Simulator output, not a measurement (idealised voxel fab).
Documented hereafter: the process module known as voxel gate over fins.
Xsec cut, 270 nm wide, square cell size 5 nm.
How to read a cross-section here: the picture is a grid of square cells, written as bands going from the top down, and any band can span one or more rows of cells. The entry gives the band's vertical extent as a top height and a bottom height in nm, then its horizontal make-up as materials from left to right, each with a width in nm. "blank" stands for empty space; a single material marked "everywhere" fills the band edge to edge. Beneath 0, the wafer as received is one material, and that level is where height counting begins. The lowest band goes on downward without a bottom; it is written like "0..down". Width: "30->40" (first number = top row, second number = bottom row, same change from row to row of cells). For the purposes of this document, the phrase "changes: none" attached to a step denotes that no cell within the cross-section was modified by that step. In "Enclosed empty spaces" the enclosed voids are listed, meaning empty spaces of 8 cells or larger without any opening to the top. The form is width x height at distance, distance from the left edge, units nm. Post-settings text on a step line: simulator's own remark regarding the step. "overlay nm" on a masked step: distance the mask lay right of its planned place, negative for left.
This section lists the process steps that were planned:
- 1: RECEIVE | material Si
- 2: CONFORMAL_DEP | material SiN | thk nm 5
- 3: PATTERN | tone cover | mask id FINS | material resist | width nm 15 | pitch nm 40 | thk nm 15 | overlay nm 0
- 4: DIRECTIONAL_ETCH | etch materials SiN | depth nm 5
- 5: DIRECTIONAL_ETCH | etch materials Si | depth nm 35
- 6: STRIP | etch materials resist
- 7: OXIDIZE | depth nm 5
- 8: FILL_DEP | material SiO2 | thk nm 15
- 9: CMP | height nm 5
- 10: SELECTIVE_ETCH | etch materials SiO2 | depth nm 15
- 11: STRIP | etch materials SiN
- 12: CONFORMAL_DEP | material HfO2 | thk nm 5
- 13: CONFORMAL_DEP | material TiN | thk nm 5
- 14: CONFORMAL_DEP | material TiAl | thk nm 5
- 15: CONFORMAL_DEP | material TiN | thk nm 5
- 16: FILL_DEP | material W | thk nm 15
- 17: CMP | height nm 30
- 18: CONFORMAL_DEP | material SiN | thk nm 10
Wafer at receipt (post step 1), cross-section:
0..down  Si everywhere
Enclosed empty spaces: none
First of two wafers, end-of-module section, run followed plan:
40..30  SiN everywhere
30..20  W everywhere
20..15  W (70) / TiN (125) / W (75)
15..10  W (70) / TiN (5) / TiAl (35) / TiN (5) / TiAl (35) / TiN (5) / TiAl (35) / TiN (5) / W (75)
10..5  TiN (75) / TiAl (5) / TiN (25) / TiAl (5) / TiN (5) / TiAl (5) / TiN (25) / TiAl (5) / TiN (5) / TiAl (5) / TiN (25) / TiAl (5) / TiN (80)
5..0  TiAl (80) / TiN (5) / HfO2 (15) / TiN (5) / TiAl (15) / TiN (5) / HfO2 (15) / TiN (5) / TiAl (15) / TiN (5) / HfO2 (15) / TiN (5) / TiAl (85)
0..-5  TiN (85) / HfO2 (5) / Si (5) / HfO2 (5) / TiN (25) / HfO2 (5) / Si (5) / HfO2 (5) / TiN (25) / HfO2 (5) / Si (5) / HfO2 (5) / TiN (90)
-5..-10  HfO2 (90) / Si (5) / HfO2 (35) / Si (5) / HfO2 (35) / Si (5) / HfO2 (95)
-10..-40  SiO2 (90) / Si (5) / SiO2 (35) / Si (5) / SiO2 (35) / Si (5) / SiO2 (95)
-40..down  Si everywhere
Enclosed empty spaces: none
Cross-sectional view of the second of two wafers upon completion of the module. This wafer shared its starting condition and process plan with the first; one error was made during its execution:
30..20  SiN everywhere
20..15  W (70) / TiN (125) / W (75)
15..10  W (70) / TiN (5) / TiAl (35) / TiN (5) / TiAl (35) / TiN (5) / TiAl (35) / TiN (5) / W (75)
10..5  TiN (75) / TiAl (5) / TiN (25) / TiAl (5) / TiN (5) / TiAl (5) / TiN (25) / TiAl (5) / TiN (5) / TiAl (5) / TiN (25) / TiAl (5) / TiN (80)
5..0  TiAl (80) / TiN (5) / HfO2 (15) / TiN (5) / TiAl (15) / TiN (5) / HfO2 (15) / TiN (5) / TiAl (15) / TiN (5) / HfO2 (15) / TiN (5) / TiAl (85)
0..-5  TiN (85) / HfO2 (5) / Si (5) / HfO2 (5) / TiN (25) / HfO2 (5) / Si (5) / HfO2 (5) / TiN (25) / HfO2 (5) / Si (5) / HfO2 (5) / TiN (90)
-5..-10  HfO2 (90) / Si (5) / HfO2 (35) / Si (5) / HfO2 (35) / Si (5) / HfO2 (95)
-10..-40  SiO2 (90) / Si (5) / SiO2 (35) / Si (5) / SiO2 (35) / Si (5) / SiO2 (95)
-40..down  Si everywhere
Enclosed empty spaces: none
Processing error: off-plan run, step 17, actual operation and settings CMP | height nm 20
Final comparison by cell count, materials where the second wafer has more or fewer than the first: W: 108 fewer
